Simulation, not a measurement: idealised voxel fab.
process module | voxel trench capacitor
cross-section cut | 260 nm wide | cells 5 nm
A cross-section is a grid of square cells, given in bands from the top down. A band is one or more rows of cells.
Each band's line starts with the height of the band's top and of its bottom, in nm. Then come its materials from left to right, each with its width in nm. One material with "throughout" fills the band from edge to edge. "air" is empty space.
Height 0 is the level under which the wafer as received is all one material. The lowest band goes on downwards, as in "0 down".
A width such as "30 to 40" changes by the same amount from each row of cells to the next, from the band's top row to its bottom row.
"no change" after a step means that no cell of the cross-section changed.
closed voids: empty space of 8 cells or more with no open way to the top, each as width x height at its distance from the left edge, in nm
after a step's settings: what the simulator itself notes on the step
overlay nm, on a step with a mask: how far to the right of its planned place the mask lay; to the left if negative
plan
1 op RECEIVE | material Si
2 op CONFORMAL_DEP | material SiN | thk nm 5
3 op PATTERN | tone open | mask id TRENCH | material resist | width nm 15 | pitch nm 30 | thk nm 20 | overlay nm 0
4 op DIRECTIONAL_ETCH | etch materials SiN | depth nm 5
5 op DIRECTIONAL_ETCH | etch materials Si | depth nm 35
6 op STRIP | etch materials resist
7 op CONFORMAL_DEP | material SiO2 | thk nm 5
8 op FILL_DEP | material polySi | thk nm 5
9 op CMP | height nm 5
as received, after step 1
  0 down: Si throughout
  closed voids: none
first wafer at the end, as planned
  5 to 0: SiN 90 | SiO2 5 | polySi 5 | SiO2 5 | SiN 15 | SiO2 5 | polySi 5 | SiO2 5 | SiN 15 | SiO2 5 | polySi 5 | SiO2 5 | SiN 95
  0 to -30: Si 90 | SiO2 5 | polySi 5 | SiO2 5 | Si 15 | SiO2 5 | polySi 5 | SiO2 5 | Si 15 | SiO2 5 | polySi 5 | SiO2 5 | Si 95
  -30 to -35: Si 90 | SiO2 15 | Si 15 | SiO2 15 | Si 15 | SiO2 15 | Si 95
  -35 down: Si throughout
  closed voids: none
second wafer at the end: like start, like plan, one mistake
  5 to 0: polySi 90 | SiO2 5 | polySi 5 | SiO2 5 | polySi 15 | SiO2 5 | polySi 5 | SiO2 5 | polySi 15 | SiO2 5 | polySi 5 | SiO2 5 | polySi 95
  0 to -25: Si 90 | SiO2 5 | polySi 5 | SiO2 5 | Si 15 | SiO2 5 | polySi 5 | SiO2 5 | Si 15 | SiO2 5 | polySi 5 | SiO2 5 | Si 95
  -25 to -30: Si 90 | SiO2 15 | Si 15 | SiO2 15 | Si 15 | SiO2 15 | Si 95
  -30 down: Si throughout
  closed voids: none
what went wrong: step 2 ran as: op CONFORMAL_DEP | material polySi | thk nm 5
at the end the second wafer has, in cells: 9 more of Si | 43 fewer of SiN | 6 fewer of SiO2 | 40 more of polySi
